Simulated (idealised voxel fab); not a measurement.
Presented below is a process module, voxel capacitor over wiring.
Displayed cross-section: cut, width of 195 nm, square cells sized 5 nm.
The cross-sections in this document take the form of a grid made of square cells. They are written out as bands, in order from top to bottom. Each band consists of one or more rows of cells. In this notation a band is specified by the heights of its top and bottom, in that order and in nm, after which its materials appear from left to right, each paired with its width in nm. The word "everywhere" attached to a single material means that material fills the band from edge to edge; the word "empty" stands for empty space. Below 0: as-received wafer, all one material; heights counted from there. Lowest band: no bottom, goes on down, written "top 0, no bottom". Width: "30..40" (first number = top row, second number = bottom row, same change from row to row of cells). Given "everything unchanged" for a step, no cell of the cross-section differs between before and after that step. The list in "Closed cavities" covers empty spaces of 8 cells or more that cannot reach the top through any open way, and it gives each as width x height at distance; the distance is from the left edge, and width, height and distance are in nm. Formally, on a step line, whatever follows the settings is a remark that the simulator itself makes on the step. overlay nm: where the mask lay relative to plan, measured to the right, on steps with a mask; negatives go left.

PLANNED PROCESS STEPS
1: op RECEIVE | material Si
2: op CONFORMAL_DEP | material SiO2 | thk nm 15
3: op CONFORMAL_DEP | material SiCN | thk nm 5
4: op DIRECTIONAL_DEP | material lowk | thk nm 20
5: op MASKED_ETCH | tone open | mask id METAL_1 | width nm 20 | pitch nm 80 | etch materials lowk | depth nm 20 | overlay nm 0
6: op MASKED_ETCH | tone open | mask id METAL_1 | width nm 20 | pitch nm 80 | etch materials SiCN | depth nm 5 | overlay nm 0
7: op CONFORMAL_DEP | material TiN | thk nm 5
8: op FILL_DEP | material Cu | thk nm 5
9: op CMP | height nm 40
10: op CONFORMAL_DEP | material SiCN | thk nm 5
11: op DIRECTIONAL_DEP | material lowk | thk nm 20
12: op DIRECTIONAL_DEP | material aC | thk nm 10
13: op PATTERN | tone open | mask id PLUG_1 | material resist | width nm 15 | thk nm 25 | overlay nm 0
14: op DIRECTIONAL_ETCH | etch materials aC | depth nm 10
15: op STRIP | etch materials resist
16: op DIRECTIONAL_ETCH | etch materials lowk | depth nm 20
17: op DIRECTIONAL_ETCH | etch materials SiCN | depth nm 5
18: op STRIP | etch materials aC
19: op CONFORMAL_DEP | material TiN | thk nm 5
20: op FILL_DEP | material Ru | thk nm 10
21: op CMP | height nm 65
22: op DIRECTIONAL_DEP | material TiN | thk nm 5
23: op DIRECTIONAL_DEP | material Al2O3 | thk nm 5
24: op DIRECTIONAL_DEP | material TiN | thk nm 10
25: op MASKED_ETCH | tone cover | mask id UPPER_PLATE | width nm 65 | etch materials TiN | depth nm 10 | overlay nm 0
26: op MASKED_ETCH | tone cover | mask id UPPER_PLATE | width nm 65 | etch materials Al2O3 | depth nm 5 | overlay nm 0
27: op MASKED_ETCH | tone cover | mask id LOWER_PLATE | width nm 75 | etch materials TiN | depth nm 5 | overlay nm 0
28: op FILL_DEP | material SiO2 | thk nm 15
29: op CMP | height nm 95
30: op PATTERN | tone open | mask id PLUG_2 | material resist | width nm 15 | thk nm 15 | overlay nm 0
31: op DIRECTIONAL_ETCH | etch materials SiO2 | depth nm 10
32: op STRIP | etch materials resist
33: op CONFORMAL_DEP | material TiN | thk nm 5
34: op FILL_DEP | material W | thk nm 5
35: op CMP | height nm 95
36: op CONFORMAL_DEP | material SiCN | thk nm 5

CROSS-SECTION, INCOMING MATERIAL, AFTER STEP 1
- top 0, no bottom  Si everywhere
- Closed cavities: none

CROSS-SECTION: FIRST OF TWO WAFERS, MODULE FINISHED, RUN ACCORDING TO PLAN
- top 100, bottom 95  SiCN everywhere
- top 95, bottom 90  SiO2 60 nm | TiN 5 nm | W 5 nm | TiN 5 nm | SiO2 120 nm
- top 90, bottom 85  SiO2 60 nm | TiN 15 nm | SiO2 120 nm
- top 85, bottom 75  SiO2 50 nm | TiN 65 nm | SiO2 80 nm
- top 75, bottom 70  SiO2 50 nm | Al2O3 65 nm | SiO2 80 nm
- top 70, bottom 65  SiO2 45 nm | TiN 75 nm | SiO2 75 nm
- top 65, bottom 45  lowk 50 nm | TiN 5 nm | Ru 5 nm | TiN 5 nm | lowk 130 nm
- top 45, bottom 40  SiCN 50 nm | TiN 15 nm | SiCN 130 nm
- top 40, bottom 20  lowk 45 nm | TiN 5 nm | Cu 10 nm | TiN 5 nm | lowk 60 nm | TiN 5 nm | Cu 10 nm | TiN 5 nm | lowk 50 nm
- top 20, bottom 15  SiCN 45 nm | TiN 20 nm | SiCN 60 nm | TiN 20 nm | SiCN 50 nm
- top 15, bottom 0  SiO2 everywhere
- top 0, no bottom  Si everywhere
- Closed cavities: none

SECOND WAFER AT THE END: LIKE START, LIKE PLAN, ONE MISTAKE
- top 100, bottom 95  SiCN everywhere
- top 95, bottom 90  SiO2 60 nm | TiN 5 nm | W 5 nm | TiN 5 nm | SiO2 120 nm
- top 90, bottom 85  SiO2 60 nm | TiN 15 nm | SiO2 120 nm
- top 85, bottom 75  SiO2 50 nm | TiN 65 nm | SiO2 80 nm
- top 75, bottom 70  SiO2 50 nm | Al2O3 65 nm | SiO2 80 nm
- top 70, bottom 65  SiO2 40 nm | TiN 75 nm | SiO2 80 nm
- top 65, bottom 45  lowk 50 nm | TiN 5 nm | Ru 5 nm | TiN 5 nm | lowk 130 nm
- top 45, bottom 40  SiCN 50 nm | TiN 15 nm | SiCN 130 nm
- top 40, bottom 20  lowk 45 nm | TiN 5 nm | Cu 10 nm | TiN 5 nm | lowk 60 nm | TiN 5 nm | Cu 10 nm | TiN 5 nm | lowk 50 nm
- top 20, bottom 15  SiCN 45 nm | TiN 20 nm | SiCN 60 nm | TiN 20 nm | SiCN 50 nm
- top 15, bottom 0  SiO2 everywhere
- top 0, no bottom  Si everywhere
- Closed cavities: none
What broke from the plan during processing? step 27 ran with different settings than intended, the actual operation and settings being op MASKED_ETCH | tone cover | mask id LOWER_PLATE | width nm 75 | etch materials TiN | depth nm 5 | overlay nm -5
At the close, every material occupies the same number of cells on the second wafer as on the first, only in different positions.
